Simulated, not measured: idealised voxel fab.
The process module that follows is named voxel gate over fins.
Cross-sectional view cut (width: 155 nm; square cell size: 5 nm).
Reading order for cross-sections: top band down to bottom band. Underlying form: a grid of square cells. Band size: one or more rows of cells.
The band entry comprises the height of the band's top followed by the height of its bottom, expressed in nm, and subsequently the band's materials from left to right, each stated together with its width in nm. Where a single material is marked with the word "all across", that material fills the band from edge to edge. The word "air" represents empty space.
Height is counted from the level 0, under which the received wafer is composed throughout of one material. The lowest of the bands is not closed at the bottom but continues downward, in the notation "z 0 and below".
Width "30->40": first value at the band's top row of cells, second value at its bottom row, equal change from row to row.
Take "stayed the same" at face value: in the step it is given for, the cross-section changed in none of its cells.
Empty spaces counting at least 8 cells and having no open way to the top are listed in "Tabulated closed voids". The notation width x height at distance is used for each, the distance being from the left edge and all three values in nm.
The remark found on a step's line after its settings is issued by the simulator itself and pertains to that step.
overlay nm: on a step with a mask, how far right of its planned place the mask lay; negative means left.
From here on the document is pairs. In a pair, the cross-section before one process step comes with the cross-section after it, and the latter goes no deeper than the lowest band that changed. What lies in between, the step and its settings, is written under the pair. A pair may be from a different run of this module on the same starting wafer than the pair above it, so it continues from that pair only where its entry headed "Before-step section" says so.
-- Before-step section
  z 5 to 0 | 30 nm air | 30 nm HfO2 | 5 nm air | 30 nm HfO2 | 5 nm air | 30 nm HfO2 | 25 nm air
  z 0 to -5 | 30 nm air | 5 nm HfO2 | 20 nm Si | 5 nm HfO2 | 5 nm air | 5 nm HfO2 | 20 nm Si | 5 nm HfO2 | 5 nm air | 5 nm HfO2 | 20 nm Si | 5 nm HfO2 | 25 nm air
  z -5 to -10 | 35 nm HfO2 | 20 nm Si | 15 nm HfO2 | 20 nm Si | 15 nm HfO2 | 20 nm Si | 30 nm HfO2
  z -10 to -40 | 35 nm SiO2 | 20 nm Si | 15 nm SiO2 | 20 nm Si | 15 nm SiO2 | 20 nm Si | 30 nm SiO2
  z -40 and below | Si all across
  Tabulated closed voids: none
-- Step Outcome
  z 10 to 5 | 25 nm air | 110 nm TiN | 20 nm air
  z 5 to 0 | 25 nm air | 5 nm TiN | 30 nm HfO2 | 5 nm TiN | 30 nm HfO2 | 5 nm TiN | 30 nm HfO2 | 5 nm TiN | 20 nm air
  z 0 to -5 | 30 nm TiN | 5 nm HfO2 | 20 nm Si | 5 nm HfO2 | 5 nm TiN | 5 nm HfO2 | 20 nm Si | 5 nm HfO2 | 5 nm TiN | 5 nm HfO2 | 20 nm Si | 5 nm HfO2 | 25 nm TiN
  No changes below -5.
  Tabulated closed voids: none
Between before and after above, the operation and settings are CONFORMAL_DEP | material TiN | thk nm 5
Before-step section: the cross-section after the pair above
-- Step Outcome
  z 15 to 10 | 20 nm air | 120 nm TiAl | 15 nm air
  z 10 to 5 | 20 nm air | 5 nm TiAl | 110 nm TiN | 5 nm TiAl | 15 nm air
  z 5 to 0 | 25 nm TiAl | 5 nm TiN | 30 nm HfO2 | 5 nm TiN | 30 nm HfO2 | 5 nm TiN | 30 nm HfO2 | 5 nm TiN | 20 nm TiAl
  No changes below 0.
  Tabulated closed voids: none
Between before and after above, the operation and settings are CONFORMAL_DEP | material TiAl | thk nm 5
Before-step section: the cross-section after the pair above
-- Step Outcome
  z 20 to 15 | 15 nm air | 130 nm TiN | 10 nm air
  z 15 to 10 | 15 nm air | 5 nm TiN | 120 nm TiAl | 5 nm TiN | 10 nm air
  z 10 to 5 | 20 nm TiN | 5 nm TiAl | 110 nm TiN | 5 nm TiAl | 15 nm TiN
  No changes below 5.
  Tabulated closed voids: none
Between before and after above, the operation and settings are CONFORMAL_DEP | material TiN | thk nm 5
Before-step section: the cross-section after the pair above
-- Step Outcome
  z 35 to 20 | W all across
  z 20 to 15 | 15 nm W | 130 nm TiN | 10 nm W
  z 15 to 10 | 15 nm W | 5 nm TiN | 120 nm TiAl | 5 nm TiN | 10 nm W
  No changes below 10.
  Tabulated closed voids: none
Between before and after above, the operation and settings are FILL_DEP | material W | thk nm 15
Before-step section: the cross-section after the pair above
-- Step Outcome
  z 30 to 20 | W all across
  No changes below 20.
  Tabulated closed voids: none
Between before and after above, the operation and settings are CMP | height nm 30
Before-step section: the cross-section after the pair above
-- Step Outcome
  z 35 to 30 | SiN all across
  No changes below 30.
  Tabulated closed voids: none
Between before and after above, the operation and settings are CONFORMAL_DEP | material SiN | thk nm 5
-- Before-step section
  z 20 to 10 | aC all across
  z 10 to 0 | SiN all across
  z 0 and below | Si all across
  Tabulated closed voids: none
-- Step Outcome
  z 50 to 20 | 45 nm air | 15 nm resist | 20 nm air | 15 nm resist | 20 nm air | 15 nm resist | 25 nm air
  No changes below 20.
  Tabulated closed voids: none
Between before and after above, the operation and settings are PATTERN | tone cover | mask id FINS | material resist | width nm 15 | pitch nm 35 | thk nm 30 | overlay nm 10
Before-step section: the cross-section after the pair above
-- Step Outcome
  z 40 to 20 | 45 nm air | 15 nm resist | 20 nm air | 15 nm resist | 20 nm air | 15 nm resist | 25 nm air
  z 20 to 10 | 45 nm air | 15 nm aC | 20 nm air | 15 nm aC | 20 nm air | 15 nm aC | 25 nm air
  No changes below 10.
  Tabulated closed voids: none
Between before and after above, the operation and settings are DIRECTIONAL_ETCH | etch materials aC | depth nm 10
Before-step section: the cross-section after the pair above
-- Step Outcome
  z 20 to 10 | 45 nm air | 15 nm aC | 20 nm air | 15 nm aC | 20 nm air | 15 nm aC | 25 nm air
  No changes below 10.
  Tabulated closed voids: none
Between before and after above, the operation and settings are STRIP | etch materials resist
Before-step section: the cross-section after the pair above
-- Step Outcome
  z 20 to 10 | 45 nm air | 15 nm aC | 20 nm air | 15 nm aC | 20 nm air | 15 nm aC | 25 nm air
  z 10 to 0 | 45 nm air | 15 nm SiN | 20 nm air | 15 nm SiN | 20 nm air | 15 nm SiN | 25 nm air
  No changes below 0.
  Tabulated closed voids: none
Between before and after above, the operation and settings are DIRECTIONAL_ETCH | etch materials SiN | depth nm 10
Before-step section: the cross-section after the pair above
-- Step Outcome
  z 20 to 10 | 45 nm air | 15 nm aC | 20 nm air | 15 nm aC | 20 nm air | 15 nm aC | 25 nm air
  z 10 to 0 | 45 nm air | 15 nm SiN | 20 nm air | 15 nm SiN | 20 nm air | 15 nm SiN | 25 nm air
  z 0 to -40 | 45 nm air | 15 nm Si | 20 nm air | 15 nm Si | 20 nm air | 15 nm Si | 25 nm air
  No changes below -40.
  Tabulated closed voids: none
Between before and after above, the operation and settings are DIRECTIONAL_ETCH | etch materials Si | depth nm 40
Before-step section: the cross-section after the pair above
-- Step Outcome
  z 10 to 0 | 45 nm air | 15 nm SiN | 20 nm air | 15 nm SiN | 20 nm air | 15 nm SiN | 25 nm air
  No changes below 0.
  Tabulated closed voids: none
Between before and after above, the operation and settings are STRIP | etch materials aC
Before-step section: the cross-section after the pair above
-- Step Outcome
  z 20 to 10 | SiO2 all across
  z 10 to 0 | 45 nm SiO2 | 15 nm SiN | 20 nm SiO2 | 15 nm SiN | 20 nm SiO2 | 15 nm SiN | 25 nm SiO2
  z 0 to -40 | 45 nm SiO2 | 15 nm Si | 20 nm SiO2 | 15 nm Si | 20 nm SiO2 | 15 nm Si | 25 nm SiO2
  No changes below -40.
  Tabulated closed voids: none
Between before and after above, the operation and settings are FILL_DEP | material SiO2 | thk nm 10
Before-step section: the cross-section after the pair above
-- Step Outcome
  z 10 to 0 | 45 nm SiO2 | 15 nm SiN | 20 nm SiO2 | 15 nm SiN | 20 nm SiO2 | 15 nm SiN | 25 nm SiO2
  No changes below 0.
  Tabulated closed voids: none
Between before and after above, the operation and settings are CMP | height nm 10
Before-step section: the cross-section after the pair above
-- Step Outcome
  z 10 to 0 | 45 nm air | 15 nm SiN | 20 nm air | 15 nm SiN | 20 nm air | 15 nm SiN | 25 nm air
  z 0 to -10 | 45 nm air | 15 nm Si | 20 nm air | 15 nm Si | 20 nm air | 15 nm Si | 25 nm air
  No changes below -10.
  Tabulated closed voids: none
Between before and after above, the operation and settings are SELECTIVE_ETCH | etch materials SiO2 | depth nm 20
Before-step section: the cross-section after the pair above
-- Step Outcome
  z 0 to -10 | 45 nm air | 15 nm Si | 20 nm air | 15 nm Si | 20 nm air | 15 nm Si | 25 nm air
  No changes below -10.
  Tabulated closed voids: none
Between before and after above, the operation and settings are STRIP | etch materials SiN
Before-step section: the cross-section after the pair above
-- Step Outcome
  z 5 to 0 | 40 nm air | 25 nm HfO2 | 10 nm air | 25 nm HfO2 | 10 nm air | 25 nm HfO2 | 20 nm air
  z 0 to -5 | 40 nm air | 5 nm HfO2 | 15 nm Si | 5 nm HfO2 | 10 nm air | 5 nm HfO2 | 15 nm Si | 5 nm HfO2 | 10 nm air | 5 nm HfO2 | 15 nm Si | 5 nm HfO2 | 20 nm air
  z -5 to -10 | 45 nm HfO2 | 15 nm Si | 20 nm HfO2 | 15 nm Si | 20 nm HfO2 | 15 nm Si | 25 nm HfO2
  No changes below -10.
  Tabulated closed voids: none
Between before and after above, the operation and settings are CONFORMAL_DEP | material HfO2 | thk nm 5
Before-step section: the cross-section after the pair above
-- Step Outcome
  z 10 to 5 | 35 nm air | 105 nm TiN | 15 nm air
  z 5 to 0 | 35 nm air | 5 nm TiN | 25 nm HfO2 | 10 nm TiN | 25 nm HfO2 | 10 nm TiN | 25 nm HfO2 | 5 nm TiN | 15 nm air
  z 0 to -5 | 40 nm TiN | 5 nm HfO2 | 15 nm Si | 5 nm HfO2 | 10 nm TiN | 5 nm HfO2 | 15 nm Si | 5 nm HfO2 | 10 nm TiN | 5 nm HfO2 | 15 nm Si | 5 nm HfO2 | 20 nm TiN
  No changes below -5.
  Tabulated closed voids: none
Between before and after above, the operation and settings are CONFORMAL_DEP | material TiN | thk nm 5
Before-step section: the cross-section after the pair above
-- Step Outcome
  z 15 to 10 | 30 nm air | 115 nm TiAl | 10 nm air
  z 10 to 5 | 30 nm air | 5 nm TiAl | 105 nm TiN | 5 nm TiAl | 10 nm air
  z 5 to 0 | 35 nm TiAl | 5 nm TiN | 25 nm HfO2 | 10 nm TiN | 25 nm HfO2 | 10 nm TiN | 25 nm HfO2 | 5 nm TiN | 15 nm TiAl
  No changes below 0.
  Tabulated closed voids: none
Between before and after above, the operation and settings are CONFORMAL_DEP | material TiAl | thk nm 5
Before-step section: the cross-section after the pair above
-- Step Outcome
  z 20 to 15 | 25 nm air | 125 nm TiN | 5 nm air
  z 15 to 10 | 25 nm air | 5 nm TiN | 115 nm TiAl | 5 nm TiN | 5 nm air
  z 10 to 5 | 30 nm TiN | 5 nm TiAl | 105 nm TiN | 5 nm TiAl | 10 nm TiN
  No changes below 5.
  Tabulated closed voids: none
Between before and after above, the operation and settings are CONFORMAL_DEP | material TiN | thk nm 5
Before-step section: the cross-section after the pair above
-- Step Outcome
  z 35 to 20 | W all across
  z 20 to 15 | 25 nm W | 125 nm TiN | 5 nm W
  z 15 to 10 | 25 nm W | 5 nm TiN | 115 nm TiAl | 5 nm TiN | 5 nm W
  No changes below 10.
  Tabulated closed voids: none
Between before and after above, the operation and settings are FILL_DEP | material W | thk nm 15
Before-step section: the cross-section after the pair above
-- Step Outcome
  z 30 to 20 | W all across
  No changes below 20.
  Tabulated closed voids: none
Between before and after above, the operation and settings are CMP | height nm 30
Before-step section: the cross-section after the pair above
-- Step Outcome
  z 35 to 30 | SiN all across
  No changes below 30.
  Tabulated closed voids: none
Between before and after above, the operation and settings are CONFORMAL_DEP | material SiN | thk nm 5
-- Before-step section
  z 15 to 10 | 20 nm air | 115 nm TiAl | 20 nm air
  z 10 to 5 | 20 nm air | 5 nm TiAl | 105 nm TiN | 5 nm TiAl | 20 nm air
  z 5 to 0 | 25 nm TiAl | 5 nm TiN | 25 nm HfO2 | 10 nm TiN | 25 nm HfO2 | 10 nm TiN | 25 nm HfO2 | 5 nm TiN | 25 nm TiAl
  z 0 to -5 | 30 nm TiN | 5 nm HfO2 | 15 nm Si | 5 nm HfO2 | 10 nm TiN | 5 nm HfO2 | 15 nm Si | 5 nm HfO2 | 10 nm TiN | 5 nm HfO2 | 15 nm Si | 5 nm HfO2 | 30 nm TiN
  z -5 to -10 | 35 nm HfO2 | 15 nm Si | 20 nm HfO2 | 15 nm Si | 20 nm HfO2 | 15 nm Si | 35 nm HfO2
  z -10 to -40 | 35 nm SiO2 | 15 nm Si | 20 nm SiO2 | 15 nm Si | 20 nm SiO2 | 15 nm Si | 35 nm SiO2
  z -40 and below | Si all across
  Tabulated closed voids: none
-- Step Outcome
  z 20 to 15 | 15 nm air | 125 nm SiO2 | 15 nm air
  z 15 to 10 | 15 nm air | 5 nm SiO2 | 115 nm TiAl | 5 nm SiO2 | 15 nm air
  z 10 to 5 | 20 nm SiO2 | 5 nm TiAl | 105 nm TiN | 5 nm TiAl | 20 nm SiO2
  No changes below 5.
  Tabulated closed voids: none
Between before and after above, the operation and settings are CONFORMAL_DEP | material SiO2 | thk nm 5
Before-step section: the cross-section after the pair above
-- Step Outcome
  z 35 to 20 | W all across
  z 20 to 15 | 15 nm W | 125 nm SiO2 | 15 nm W
  z 15 to 10 | 15 nm W | 5 nm SiO2 | 115 nm TiAl | 5 nm SiO2 | 15 nm W
  No changes below 10.
  Tabulated closed voids: none
Between before and after above, the operation and settings are FILL_DEP | material W | thk nm 15
Before-step section: the cross-section after the pair above
-- Step Outcome
  z 30 to 20 | W all across
  No changes below 20.
  Tabulated closed voids: none
Between before and after above, the operation and settings are CMP | height nm 30
Before-step section: the cross-section after the pair above
-- Step Outcome
  z 35 to 30 | SiN all across
  No changes below 30.
  Tabulated closed voids: none
Between before and after above, the operation and settings are CONFORMAL_DEP | material SiN | thk nm 5
-- Before-step section
  z 20 to 10 | aC all across
  z 10 to 0 | SiN all across
  z 0 and below | Si all across
  Tabulated closed voids: none
-- Step Outcome
  z 50 to 20 | 35 nm resist | 15 nm air | 20 nm resist | 15 nm air | 20 nm resist | 15 nm air | 35 nm resist
  No changes below 20.
  Tabulated closed voids: none
Between before and after above, the operation and settings are PATTERN | tone open | mask id FINS | material resist | width nm 15 | pitch nm 35 | thk nm 30 | overlay nm 0
Before-step section: the cross-section after the pair above
-- Step Outcome
  z 40 to 20 | 35 nm resist | 15 nm air | 20 nm resist | 15 nm air | 20 nm resist | 15 nm air | 35 nm resist
  z 20 to 10 | 35 nm aC | 15 nm air | 20 nm aC | 15 nm air | 20 nm aC | 15 nm air | 35 nm aC
  No changes below 10.
  Tabulated closed voids: none
Between before and after above, the operation and settings are DIRECTIONAL_ETCH | etch materials aC | depth nm 10
Before-step section: the cross-section after the pair above
-- Step Outcome
  z 20 to 10 | 35 nm aC | 15 nm air | 20 nm aC | 15 nm air | 20 nm aC | 15 nm air | 35 nm aC
  No changes below 10.
  Tabulated closed voids: none
Between before and after above, the operation and settings are STRIP | etch materials resist
Before-step section: the cross-section after the pair above
-- Step Outcome
  z 20 to 10 | 35 nm aC | 15 nm air | 20 nm aC | 15 nm air | 20 nm aC | 15 nm air | 35 nm aC
  z 10 to 0 | 35 nm SiN | 15 nm air | 20 nm SiN | 15 nm air | 20 nm SiN | 15 nm air | 35 nm SiN
  No changes below 0.
  Tabulated closed voids: none
Between before and after above, the operation and settings are DIRECTIONAL_ETCH | etch materials SiN | depth nm 10
Before-step section: the cross-section after the pair above
-- Step Outcome
  z 20 to 10 | 35 nm aC | 15 nm air | 20 nm aC | 15 nm air | 20 nm aC | 15 nm air | 35 nm aC
  z 10 to 0 | 35 nm SiN | 15 nm air | 20 nm SiN | 15 nm air | 20 nm SiN | 15 nm air | 35 nm SiN
  z 0 to -40 | 35 nm Si | 15 nm air | 20 nm Si | 15 nm air | 20 nm Si | 15 nm air | 35 nm Si
  No changes below -40.
  Tabulated closed voids: none
Between before and after above, the operation and settings are DIRECTIONAL_ETCH | etch materials Si | depth nm 40
Before-step section: the cross-section after the pair above
-- Step Outcome
  z 10 to 0 | 35 nm SiN | 15 nm air | 20 nm SiN | 15 nm air | 20 nm SiN | 15 nm air | 35 nm SiN
  No changes below 0.
  Tabulated closed voids: none
Between before and after above, the operation and settings are STRIP | etch materials aC
Before-step section: the cross-section after the pair above
-- Step Outcome
  z 20 to 10 | SiO2 all across
  z 10 to 0 | 35 nm SiN | 15 nm SiO2 | 20 nm SiN | 15 nm SiO2 | 20 nm SiN | 15 nm SiO2 | 35 nm SiN
  z 0 to -40 | 35 nm Si | 15 nm SiO2 | 20 nm Si | 15 nm SiO2 | 20 nm Si | 15 nm SiO2 | 35 nm Si
  No changes below -40.
  Tabulated closed voids: none
Between before and after above, the operation and settings are FILL_DEP | material SiO2 | thk nm 10
Before-step section: the cross-section after the pair above
-- Step Outcome
  z 10 to 0 | 35 nm SiN | 15 nm SiO2 | 20 nm SiN | 15 nm SiO2 | 20 nm SiN | 15 nm SiO2 | 35 nm SiN
  No changes below 0.
  Tabulated closed voids: none
Between before and after above, the operation and settings are CMP | height nm 10
Before-step section: the cross-section after the pair above
-- Step Outcome
  z 10 to 0 | 35 nm SiN | 15 nm air | 20 nm SiN | 15 nm air | 20 nm SiN | 15 nm air | 35 nm SiN
  z 0 to -10 | 35 nm Si | 15 nm air | 20 nm Si | 15 nm air | 20 nm Si | 15 nm air | 35 nm Si
  No changes below -10.
  Tabulated closed voids: none
Between before and after above, the operation and settings are SELECTIVE_ETCH | etch materials SiO2 | depth nm 20
Before-step section: the cross-section after the pair above
-- Step Outcome
  z 0 to -10 | 35 nm Si | 15 nm air | 20 nm Si | 15 nm air | 20 nm Si | 15 nm air | 35 nm Si
  No changes below -10.
  Tabulated closed voids: none
Between before and after above, the operation and settings are STRIP | etch materials SiN
Before-step section: the cross-section after the pair above
-- Step Outcome
  z 5 to 0 | 40 nm HfO2 | 5 nm air | 30 nm HfO2 | 5 nm air | 30 nm HfO2 | 5 nm air | 40 nm HfO2
  z 0 to -5 | 35 nm Si | 5 nm HfO2 | 5 nm air | 5 nm HfO2 | 20 nm Si | 5 nm HfO2 | 5 nm air | 5 nm HfO2 | 20 nm Si | 5 nm HfO2 | 5 nm air | 5 nm HfO2 | 35 nm Si
  z -5 to -10 | 35 nm Si | 15 nm HfO2 | 20 nm Si | 15 nm HfO2 | 20 nm Si | 15 nm HfO2 | 35 nm Si
  No changes below -10.
  Tabulated closed voids: none
Between before and after above, the operation and settings are CONFORMAL_DEP | material HfO2 | thk nm 5
Before-step section: the cross-section after the pair above
-- Step Outcome
  z 10 to 5 | TiN all across
  z 5 to 0 | 40 nm HfO2 | 5 nm TiN | 30 nm HfO2 | 5 nm TiN | 30 nm HfO2 | 5 nm TiN | 40 nm HfO2
  z 0 to -5 | 35 nm Si | 5 nm HfO2 | 5 nm TiN | 5 nm HfO2 | 20 nm Si | 5 nm HfO2 | 5 nm TiN | 5 nm HfO2 | 20 nm Si | 5 nm HfO2 | 5 nm TiN | 5 nm HfO2 | 35 nm Si
  No changes below -5.
  Tabulated closed voids: none
Between before and after above, the operation and settings are CONFORMAL_DEP | material TiN | thk nm 5
Before-step section: the cross-section after the pair above
-- Step Outcome
  z 15 to 10 | TiAl all across
  No changes below 10.
  Tabulated closed voids: none
Between before and after above, the operation and settings are CONFORMAL_DEP | material TiAl | thk nm 5
Before-step section: the cross-section after the pair above
-- Step Outcome
  z 20 to 15 | TiN all across
  No changes below 15.
  Tabulated closed voids: none
Between before and after above, the operation and settings are CONFORMAL_DEP | material TiN | thk nm 5
Before-step section: the cross-section after the pair above
-- Step Outcome
  z 35 to 20 | W all across
  No changes below 20.
  Tabulated closed voids: none
Between before and after above, the operation and settings are FILL_DEP | material W | thk nm 15
Before-step section: the cross-section after the pair above
-- Step Outcome
  z 30 to 20 | W all across
  No changes below 20.
  Tabulated closed voids: none
Between before and after above, the operation and settings are CMP | height nm 30
Before-step section: the cross-section after the pair above
-- Step Outcome
  z 35 to 30 | SiN all across
  No changes below 30.
  Tabulated closed voids: none
Between before and after above, the operation and settings are CONFORMAL_DEP | material SiN | thk nm 5
